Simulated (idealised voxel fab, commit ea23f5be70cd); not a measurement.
The following process module bears the name voxel transistor to metal.
The width of the displayed cross-section, cut, is 155 nm; its cells are square, with a size of 5 nm.
A cross-section is written here as square cells arranged in a grid, and it is given in bands from the top down, each band taking up one or more rows of cells. A band entry consists of two parts. The first gives the height of the band's top and the height of its bottom, in nm. The rest lists the band's materials from left to right, each with its width in nm. A single material labelled with the word "all across" fills the band from edge to edge, and the word "air" marks empty space. Height is counted from the level 0, under which the received wafer is composed throughout of one material. The lowest of the bands is not closed at the bottom but continues downward, in the notation "0 -> down". A width such as "30 to 40" changes by the same amount from each row of cells to the next, from the band's top row to its bottom row. A step reported as "nothing different" is a step in which no cell of the cross-section changed. This entry, "Enclosed cavity list", enumerates those empty regions of no fewer than 8 cells that possess no open connection to the top. Each region is reported in the form width x height at distance, the distance being taken from the left edge, with all three quantities expressed in nm. If you see something after the settings on a step's line, that's the simulator's own remark about that step. overlay nm: mask right of planned place by this much (step with mask). Neg. = left.
[Here's what the planned process steps look like]
1 RECEIVE,material Si
2 CONFORMAL_DEP,material SiO2,thk nm 5
3 CONFORMAL_DEP,material SiN,thk nm 15
4 DIRECTIONAL_DEP,material aC,thk nm 10
5 PATTERN,tone cover,mask id ACTIVE,material resist,width nm 95,thk nm 30,overlay nm 0
6 DIRECTIONAL_ETCH,etch materials aC,depth nm 10
7 STRIP,etch materials resist
8 DIRECTIONAL_ETCH,etch materials SiN,depth nm 15
9 DIRECTIONAL_ETCH,etch materials SiO2,depth nm 5
10 DIRECTIONAL_ETCH,etch materials Si,depth nm 20
11 STRIP,etch materials aC
12 FILL_DEP,material SiO2,thk nm 10
13 CMP,height nm 20
14 SELECTIVE_ETCH,etch materials SiO2,depth nm 10
15 STRIP,etch materials SiN
16 SELECTIVE_ETCH,etch materials SiO2,depth nm 5
17 OXIDIZE,depth nm 5
18 DIRECTIONAL_DEP,material polySi,thk nm 25
19 DIRECTIONAL_DEP,material SiCN,thk nm 15
20 DIRECTIONAL_DEP,material aC,thk nm 15
21 PATTERN,tone cover,mask id GATE,material resist,width nm 15,thk nm 35,overlay nm 0
22 DIRECTIONAL_ETCH,etch materials aC,depth nm 15
23 STRIP,etch materials resist
24 DIRECTIONAL_ETCH,etch materials SiCN,depth nm 25
25 DIRECTIONAL_ETCH,etch materials polySi,depth nm 35
26 STRIP,etch materials aC
27 CONFORMAL_DEP,material SiO2,thk nm 5
28 DIRECTIONAL_ETCH,etch materials SiO2,depth nm 5
29 CONFORMAL_DEP,material SiN,thk nm 10
30 DIRECTIONAL_ETCH,etch materials SiN,depth nm 10
31 DIRECTIONAL_ETCH,etch materials SiO2,depth nm 5
32 DIRECTIONAL_ETCH,etch materials Si,depth nm 10
33 EPI,material SiGe,thk nm 10
34 FILL_DEP,material SiO2,thk nm 10
35 CMP,height nm 40
36 DIRECTIONAL_DEP,material SiO2,thk nm 10
37 DIRECTIONAL_DEP,material aC,thk nm 15
38 PATTERN,tone open,mask id CONTACT,material resist,width nm 30,pitch nm 55,thk nm 30,overlay nm 0
39 DIRECTIONAL_ETCH,etch materials aC,depth nm 15
40 STRIP,etch materials resist
41 DIRECTIONAL_ETCH,etch materials SiO2,depth nm 45
42 STRIP,etch materials aC
43 CONFORMAL_DEP,material TiN,thk nm 5
44 FILL_DEP,material Ru,thk nm 10
45 CMP,height nm 50
46 DIRECTIONAL_DEP,material TiN,thk nm 5
47 DIRECTIONAL_DEP,material W,thk nm 20
48 MASKED_ETCH,tone cover,mask id METAL_1,width nm 20,pitch nm 65,etch materials W,depth nm 20,overlay nm 0
49 MASKED_ETCH,tone cover,mask id METAL_1,width nm 20,pitch nm 65,etch materials TiN,depth nm 5,overlay nm 0
50 FILL_DEP,material SiO2,thk nm 10
51 CMP,height nm 75
52 CONFORMAL_DEP,material SiN,thk nm 5
[Delivered wafer in cross-section: state after step 1]
	0 -> down | Si all across
	Enclosed cavity list: none
[Cross-section at module end, one run error; start and plan unchanged from above]
	80 -> 75 | SiN all across
	75 -> 55 | SiO2: 30; W: 20; SiO2: 45; W: 20; SiO2: 40
	55 -> 50 | SiO2: 30; TiN: 25; SiO2: 40; TiN: 25; SiO2: 35
	50 -> 40 | SiO2: 35; TiN: 5; Ru: 20 to 10; TiN: 5 to 15; SiO2: 25; TiN: 5 to 15; Ru: 20 to 10; TiN: 5; SiO2: 35
	40 -> 25 | SiO2: 35; TiN: 5; Ru: 10; TiN: 5; SiN: 10; SiO2: 5; SiCN: 15; SiO2: 5; SiN: 10; TiN: 5; Ru: 10; TiN: 5; SiO2: 35
	25 -> 10 | SiO2: 35; TiN: 5; Ru: 10; TiN: 5; SiN: 10; SiO2: 5; polySi: 15; SiO2: 5; SiN: 10; TiN: 5; Ru: 10; TiN: 5; SiO2: 35
	10 -> 5 | SiO2: 35; TiN: 20; SiN: 10; SiO2: 5; polySi: 15; SiO2: 5; SiN: 10; TiN: 20; SiO2: 35
	5 -> 0 | SiO2: 30; SiN: 10; SiGe: 15; SiN: 10; SiO2: 5; polySi: 15; SiO2: 5; SiN: 10; SiGe: 15; SiN: 10; SiO2: 30
	0 -> -5 | SiO2: 40; SiGe: 15; SiO2: 45; SiGe: 15; SiO2: 40
	-5 -> -15 | SiO2: 30; Si: 10; SiGe: 15; Si: 45; SiGe: 15; Si: 10; SiO2: 30
	-15 -> -20 | SiO2: 30; Si: 95; SiO2: 30
	-20 -> down | Si all across
	Enclosed cavity list: none
What was done differently from what was planned? off-plan run, step 48, actual operation and settings MASKED_ETCH,tone cover,mask id METAL_1,width nm 20,pitch nm 65,etch materials W,depth nm 20,overlay nm -5
